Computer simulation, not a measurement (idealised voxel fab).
Documented hereafter: the process module known as voxel released beams.
The cross-section on display is named cut; it measures 235 nm wide, and its cells are 5 nm squares.
In this document a cross-section is written as a grid of square cells. It is given as a series of bands, listed from the top down, and a band is one or more rows of cells. What a band's entry tells you: where the top is and where the bottom is, as heights in nm, and after that what lies inside, material by material from left to right, each with its width in nm. Empty space is written as the word "blank", and a single material marked with the word "throughout" occupies the band from edge to edge. Basically, 0 is our baseline, since under it the wafer straight out of the box is all one material. The bottom band has no lower end and keeps on going down, so it looks like "top 0, no bottom". You'd read "30->40" like this: the band's top row of cells is as wide as the first number, its bottom row is as wide as the second, and going down, every row changes width by the same amount as the row before did. It should be understood that the words "no modifications", when stated for a given step, signify that the cross-section underwent no change in any of its cells during that step. Empty spaces without an open route to the top, at least 8 cells in extent, make up the entry "Encapsulated voids"; each is given as width x height at distance, where the distance is measured from the left edge, and all are in nm. On each step's line, the part that comes after the settings is the simulator's own comment on the step. overlay nm: right-of-plan distance of the mask on a masked step; negative values mean left-of-plan.
### The planned process steps are enumerated hereunder
1) RECEIVE with material Si
2) CONFORMAL_DEP with material Al2O3, thk nm 5
3) DIRECTIONAL_DEP with material SiO2, thk nm 10
4) DIRECTIONAL_DEP with material aC, thk nm 10
5) PATTERN with tone open, mask id ANCHOR, material resist, width nm 35, thk nm 30, overlay nm 0
6) DIRECTIONAL_ETCH with etch materials aC, depth nm 10
7) STRIP with etch materials resist
8) DIRECTIONAL_ETCH with etch materials SiO2, depth nm 10
9) STRIP with etch materials aC
10) CONFORMAL_DEP with material SiN, thk nm 15
11) PATTERN with tone cover, mask id BEAM, material resist, width nm 120, thk nm 15, overlay nm 0
12) DIRECTIONAL_ETCH with etch materials SiN, depth nm 15
13) STRIP with etch materials resist
14) STRIP with etch materials SiO2
### Of two wafers, the first: run according to plan
### As-received state of the wafer in cross-section, equivalent to post-step 1
    top 0, no bottom = Si throughout
    Encapsulated voids: none
### Presented here is a cross-section of the wafer after step 2 has been performed
    top 5, bottom 0 = Al2O3 throughout
    below 0: unchanged
### Presented here is a cross-section of the wafer after step 3 has been performed
    top 15, bottom 5 = SiO2 throughout
    below 5: unchanged
### Presented here is a cross-section of the wafer after step 4 has been performed
    top 25, bottom 15 = aC throughout
    below 15: unchanged
### Presented here is a cross-section of the wafer after step 5 has been performed
    top 55, bottom 25 = resist 60 nm; blank 35 nm; resist 140 nm
    below 25: unchanged
### Presented here is a cross-section of the wafer after step 6 has been performed
    top 45, bottom 25 = resist 60 nm; blank 35 nm; resist 140 nm
    top 25, bottom 15 = aC 60 nm; blank 35 nm; aC 140 nm
    below 15: unchanged
### Presented here is a cross-section of the wafer after step 7 has been performed
    top 25, bottom 15 = aC 60 nm; blank 35 nm; aC 140 nm
    below 15: unchanged
### Presented here is a cross-section of the wafer after step 8 has been performed
    top 25, bottom 15 = aC 60 nm; blank 35 nm; aC 140 nm
    top 15, bottom 5 = SiO2 60 nm; blank 35 nm; SiO2 140 nm
    below 5: unchanged
### Presented here is a cross-section of the wafer after step 9 has been performed
    top 15, bottom 5 = SiO2 60 nm; blank 35 nm; SiO2 140 nm
    below 5: unchanged
### Presented here is a cross-section of the wafer after step 10 has been performed
    top 30, bottom 20 = SiN 75 nm; blank 5 nm; SiN 155 nm
    top 20, bottom 15 = SiN throughout
    top 15, bottom 5 = SiO2 60 nm; SiN 35 nm; SiO2 140 nm
    below 5: unchanged
### Presented here is a cross-section of the wafer after step 11 has been performed
    top 45, bottom 30 = blank 55 nm; resist 120 nm; blank 60 nm
    top 30, bottom 20 = SiN 75 nm; resist 5 nm; SiN 155 nm
    below 20: unchanged
### Presented here is a cross-section of the wafer after step 12 has been performed
    top 45, bottom 30 = blank 55 nm; resist 120 nm; blank 60 nm
    top 30, bottom 20 = blank 55 nm; SiN 20 nm; resist 5 nm; SiN 95 nm; blank 60 nm
    top 20, bottom 15 = blank 55 nm; SiN 120 nm; blank 60 nm
    below 15: unchanged
### Presented here is a cross-section of the wafer after step 13 has been performed
    top 30, bottom 20 = blank 55 nm; SiN 20 nm; blank 5 nm; SiN 95 nm; blank 60 nm
    below 20: unchanged
### Presented here is a cross-section of the wafer after step 14 has been performed
    top 30, bottom 20 = blank 55 nm; SiN 20 nm; blank 5 nm; SiN 95 nm; blank 60 nm
    top 20, bottom 15 = blank 55 nm; SiN 120 nm; blank 60 nm
    top 15, bottom 5 = blank 60 nm; SiN 35 nm; blank 140 nm
    below 5: unchanged
### For the second wafer, take the first wafer's start and plan, then add one mistake made in running it; everything through step 1, that step included, is shared with the first
### Cross-sectional representation of the second wafer at the time designated in the plan for the completion of step 2
    top 5, bottom 0 = SiN throughout
    below 0: unchanged
### Cross-sectional representation of the second wafer at the time designated in the plan for the completion of step 3
    top 15, bottom 5 = SiO2 throughout
    below 5: unchanged
### Cross-sectional representation of the second wafer at the time designated in the plan for the completion of step 4
    top 25, bottom 15 = aC throughout
    below 15: unchanged
### Cross-sectional representation of the second wafer at the time designated in the plan for the completion of step 5
    top 55, bottom 25 = resist 60 nm; blank 35 nm; resist 140 nm
    below 25: unchanged
### Cross-sectional representation of the second wafer at the time designated in the plan for the completion of step 6
    top 45, bottom 25 = resist 60 nm; blank 35 nm; resist 140 nm
    top 25, bottom 15 = aC 60 nm; blank 35 nm; aC 140 nm
    below 15: unchanged
### Cross-sectional representation of the second wafer at the time designated in the plan for the completion of step 7
    top 25, bottom 15 = aC 60 nm; blank 35 nm; aC 140 nm
    below 15: unchanged
### Cross-sectional representation of the second wafer at the time designated in the plan for the completion of step 8
    top 25, bottom 15 = aC 60 nm; blank 35 nm; aC 140 nm
    top 15, bottom 5 = SiO2 60 nm; blank 35 nm; SiO2 140 nm
    below 5: unchanged
### Cross-sectional representation of the second wafer at the time designated in the plan for the completion of step 9
    top 15, bottom 5 = SiO2 60 nm; blank 35 nm; SiO2 140 nm
    below 5: unchanged
### Cross-sectional representation of the second wafer at the time designated in the plan for the completion of step 10
    top 30, bottom 20 = SiN 75 nm; blank 5 nm; SiN 155 nm
    top 20, bottom 15 = SiN throughout
    top 15, bottom 5 = SiO2 60 nm; SiN 35 nm; SiO2 140 nm
    below 5: unchanged
### Cross-sectional representation of the second wafer at the time designated in the plan for the completion of step 11
    top 45, bottom 30 = blank 55 nm; resist 120 nm; blank 60 nm
    top 30, bottom 20 = SiN 75 nm; resist 5 nm; SiN 155 nm
    below 20: unchanged
### Cross-sectional representation of the second wafer at the time designated in the plan for the completion of step 12
    top 45, bottom 30 = blank 55 nm; resist 120 nm; blank 60 nm
    top 30, bottom 20 = blank 55 nm; SiN 20 nm; resist 5 nm; SiN 95 nm; blank 60 nm
    top 20, bottom 15 = blank 55 nm; SiN 120 nm; blank 60 nm
    below 15: unchanged
### Cross-sectional representation of the second wafer at the time designated in the plan for the completion of step 13
    top 30, bottom 20 = blank 55 nm; SiN 20 nm; blank 5 nm; SiN 95 nm; blank 60 nm
    below 20: unchanged
### Cross-sectional representation of the second wafer at the time designated in the plan for the completion of step 14
    top 30, bottom 20 = blank 55 nm; SiN 20 nm; blank 5 nm; SiN 95 nm; blank 60 nm
    top 20, bottom 15 = blank 55 nm; SiN 120 nm; blank 60 nm
    top 15, bottom 5 = blank 60 nm; SiN 35 nm; blank 140 nm
    below 5: unchanged
The mistake made against the process plan was this: rather than as planned, step 2 actually ran as CONFORMAL_DEP with material SiN, thk nm 5
The second wafer ends with more or fewer cells of some materials than the first, per final count: Al2O3: 47 fewer, SiN: 47 more
